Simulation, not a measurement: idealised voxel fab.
process module | voxel transistor to metal
cross-section cut | 205 nm wide | cells 5 nm
A cross-section is a grid of square cells, given in bands from the top down. A band is one or more rows of cells.
Each band's line starts with the height of the band's top and of its bottom, in nm. Then come its materials from left to right, each with its width in nm. One material with "throughout" fills the band from edge to edge. "air" is empty space.
Height 0 is the level under which the wafer as received is all one material. The lowest band goes on downwards, as in "0 down".
A width such as "30 to 40" changes by the same amount from each row of cells to the next, from the band's top row to its bottom row.
"no change" after a step means that no cell of the cross-section changed.
closed voids: empty space of 8 cells or more with no open way to the top, each as width x height at its distance from the left edge, in nm
after a step's settings: what the simulator itself notes on the step
overlay nm, on a step with a mask: how far to the right of its planned place the mask lay; to the left if negative
plan
1 op RECEIVE | material Si
2 op CONFORMAL_DEP | material SiO2 | thk nm 5
3 op CONFORMAL_DEP | material SiN | thk nm 15
4 op MASKED_ETCH | tone cover | mask id ACTIVE | width nm 95 | etch materials SiN | depth nm 15 | overlay nm 0
5 op MASKED_ETCH | tone cover | mask id ACTIVE | width nm 95 | etch materials SiO2 | depth nm 5 | overlay nm 0
6 op MASKED_ETCH | tone cover | mask id ACTIVE | width nm 95 | etch materials Si | depth nm 25 | overlay nm 0
7 op FILL_DEP | material SiO2 | thk nm 15
8 op CMP | height nm 20
9 op SELECTIVE_ETCH | etch materials SiO2 | depth nm 15
10 op STRIP | etch materials SiN
11 op SELECTIVE_ETCH | etch materials SiO2 | depth nm 5
12 op OXIDIZE | depth nm 5
13 op DIRECTIONAL_DEP | material polySi | thk nm 30
14 op DIRECTIONAL_DEP | material SiCN | thk nm 15
15 op DIRECTIONAL_DEP | material aC | thk nm 15
16 op PATTERN | tone cover | mask id GATE | material resist | width nm 15 | thk nm 35 | overlay nm 0
17 op DIRECTIONAL_ETCH | etch materials aC | depth nm 15
18 op STRIP | etch materials resist
19 op DIRECTIONAL_ETCH | etch materials SiCN | depth nm 25
20 op DIRECTIONAL_ETCH | etch materials polySi | depth nm 40
21 op STRIP | etch materials aC
22 op CONFORMAL_DEP | material SiN | thk nm 5
23 op DIRECTIONAL_ETCH | etch materials SiN | depth nm 5
24 op DIRECTIONAL_ETCH | etch materials SiO2 | depth nm 5
25 op DIRECTIONAL_ETCH | etch materials Si | depth nm 15
26 op EPI | material pSi | thk nm 20
27 op FILL_DEP | material SiO2 | thk nm 5
28 op CMP | height nm 45
29 op DIRECTIONAL_DEP | material SiO2 | thk nm 15
30 op PATTERN | tone open | mask id CONTACT | material resist | width nm 20 | pitch nm 65 | thk nm 15 | overlay nm 0
31 op DIRECTIONAL_ETCH | etch materials SiO2 | depth nm 60
32 op STRIP | etch materials resist
33 op CONFORMAL_DEP | material TiN | thk nm 5
34 op FILL_DEP | material W | thk nm 10
35 op CMP | height nm 60
36 op CONFORMAL_DEP | material SiCN | thk nm 5
37 op DIRECTIONAL_DEP | material lowk | thk nm 20
38 op MASKED_ETCH | tone open | mask id METAL_1 | width nm 20 | pitch nm 65 | etch materials lowk | depth nm 20 | overlay nm 0
39 op MASKED_ETCH | tone open | mask id METAL_1 | width nm 20 | pitch nm 65 | etch materials SiCN | depth nm 5 | overlay nm 0
40 op CONFORMAL_DEP | material TiN | thk nm 5
41 op FILL_DEP | material Cu | thk nm 5
42 op CMP | height nm 85
43 op CONFORMAL_DEP | material SiCN | thk nm 5
44 op DIRECTIONAL_DEP | material SiO2 | thk nm 30
45 op PATTERN | tone open | mask id METAL_2_HOLES | material resist | width nm 15 | pitch nm 65 | thk nm 15 | overlay nm 0
46 op DIRECTIONAL_ETCH | etch materials SiO2 | depth nm 30
47 op STRIP | etch materials resist
48 op MASKED_ETCH | tone open | mask id METAL_2 | width nm 20 | pitch nm 65 | etch materials SiO2 | depth nm 15 | overlay nm 0
49 op MASKED_ETCH | tone open | mask id METAL_2 | width nm 20 | pitch nm 65 | etch materials SiCN | depth nm 5 | overlay nm 0
50 op CONFORMAL_DEP | material TiN | thk nm 5
51 op FILL_DEP | material Cu | thk nm 10
52 op CMP | height nm 120
53 op CONFORMAL_DEP | material SiCN | thk nm 5
as received, after step 1
  0 down: Si throughout
  closed voids: none
first wafer at the end, as planned
  125 to 120: SiCN throughout
  120 to 110: SiO2 60 | TiN 5 | Cu 10 | TiN 5 | SiO2 45 | TiN 5 | Cu 10 | TiN 5 | SiO2 60
  110 to 105: SiO2 60 | TiN 5 | Cu 5 | TiN 10 | SiO2 45 | TiN 5 | Cu 5 | TiN 10 | SiO2 60
  105 to 90: SiO2 60 | TiN 5 | Cu 5 | TiN 5 | SiO2 50 | TiN 5 | Cu 5 | TiN 5 | SiO2 65
  90 to 85: SiCN 60 | TiN 15 | SiCN 50 | TiN 15 | SiCN 65
  85 to 65: lowk 60 | TiN 5 | Cu 10 | TiN 5 | lowk 45 | TiN 5 | Cu 10 | TiN 5 | lowk 60
  65 to 60: SiCN 60 | TiN 20 | SiCN 45 | TiN 20 | SiCN 60
  60 to 45: SiO2 60 | TiN 5 | W 10 | TiN 5 | SiO2 45 | TiN 5 | W 10 | TiN 5 | SiO2 60
  45 to 30: SiO2 60 | TiN 5 | W 10 | TiN 5 | SiO2 10 | SiN 5 | SiCN 15 | SiN 5 | SiO2 10 | TiN 5 | W 10 | TiN 5 | SiO2 60
  30 to 20: SiO2 60 | TiN 5 | W 10 | TiN 5 | SiO2 10 | SiN 5 | polySi 15 | SiN 5 | SiO2 10 | TiN 5 | W 10 | TiN 5 | SiO2 60
  20 to 15: SiO2 60 | TiN 20 | SiO2 10 | SiN 5 | polySi 15 | SiN 5 | SiO2 10 | TiN 20 | SiO2 60
  15 to 0: SiO2 60 | TiN 10 | pSi 20 | SiN 5 | polySi 15 | SiN 5 | pSi 20 | TiN 10 | SiO2 60
  0 to -5: SiO2 50 | pSi 40 | SiO2 25 | pSi 40 | SiO2 50
  -5 to -20: SiO2 55 | pSi 35 | Si 25 | pSi 35 | SiO2 55
  -20 to -25: SiO2 55 | Si 95 | SiO2 55
  -25 down: Si throughout
  closed voids: none
second wafer at the end: like start, like plan, one mistake
  125 to 120: SiCN throughout
  120 to 110: SiO2 60 | TiN 5 | Cu 10 | TiN 5 | SiO2 45 | TiN 5 | Cu 10 | TiN 5 | SiO2 60
  110 to 105: SiO2 60 | TiN 5 | Cu 5 | TiN 10 | SiO2 45 | TiN 5 | Cu 5 | TiN 10 | SiO2 60
  105 to 90: SiO2 60 | TiN 5 | Cu 5 | TiN 5 | SiO2 50 | TiN 5 | Cu 5 | TiN 5 | SiO2 65
  90 to 85: SiCN 60 | TiN 15 | SiCN 50 | TiN 15 | SiCN 65
  85 to 65: lowk 60 | TiN 5 | Cu 10 | TiN 5 | lowk 45 | TiN 5 | Cu 10 | TiN 5 | lowk 60
  65 to 60: SiCN 60 | TiN 20 | SiCN 45 | TiN 20 | SiCN 60
  60 to 45: SiO2 50 | TiN 5 | W 10 | TiN 5 | SiO2 45 | TiN 5 | W 10 | TiN 5 | SiO2 70
  45 to 30: SiO2 50 | TiN 5 | W 10 | TiN 5 | SiO2 20 | SiN 5 | SiCN 15 | SiN 5 | TiN 5 | W 10 | TiN 5 | SiO2 70
  30 to 20: SiO2 50 | TiN 5 | W 10 | TiN 5 | SiO2 20 | SiN 5 | polySi 15 | SiN 5 | TiN 5 | W 10 | TiN 5 | SiO2 70
  20 to 15: SiO2 50 | TiN 5 | W 10 | TiN 5 | SiO2 20 | SiN 5 | polySi 15 | SiN 5 | TiN 20 | SiO2 70
  15 to 5: SiO2 50 | TiN 5 | W 10 | TiN 5 | pSi 20 | SiN 5 | polySi 15 | SiN 5 | pSi 20 | SiO2 70
  5 to 0: SiO2 50 | TiN 20 | pSi 20 | SiN 5 | polySi 15 | SiN 5 | pSi 20 | SiO2 70
  0 to -5: SiO2 50 | pSi 40 | SiO2 25 | pSi 40 | SiO2 50
  -5 to -20: SiO2 55 | pSi 35 | Si 25 | pSi 35 | SiO2 55
  -20 to -25: SiO2 55 | Si 95 | SiO2 55
  -25 down: Si throughout
  closed voids: none
what went wrong: step 30 ran as: op PATTERN | tone open | mask id CONTACT | material resist | width nm 20 | pitch nm 65 | thk nm 15 | overlay nm -10
at the end the second wafer has, in cells: 6 fewer of TiN | 6 more of W
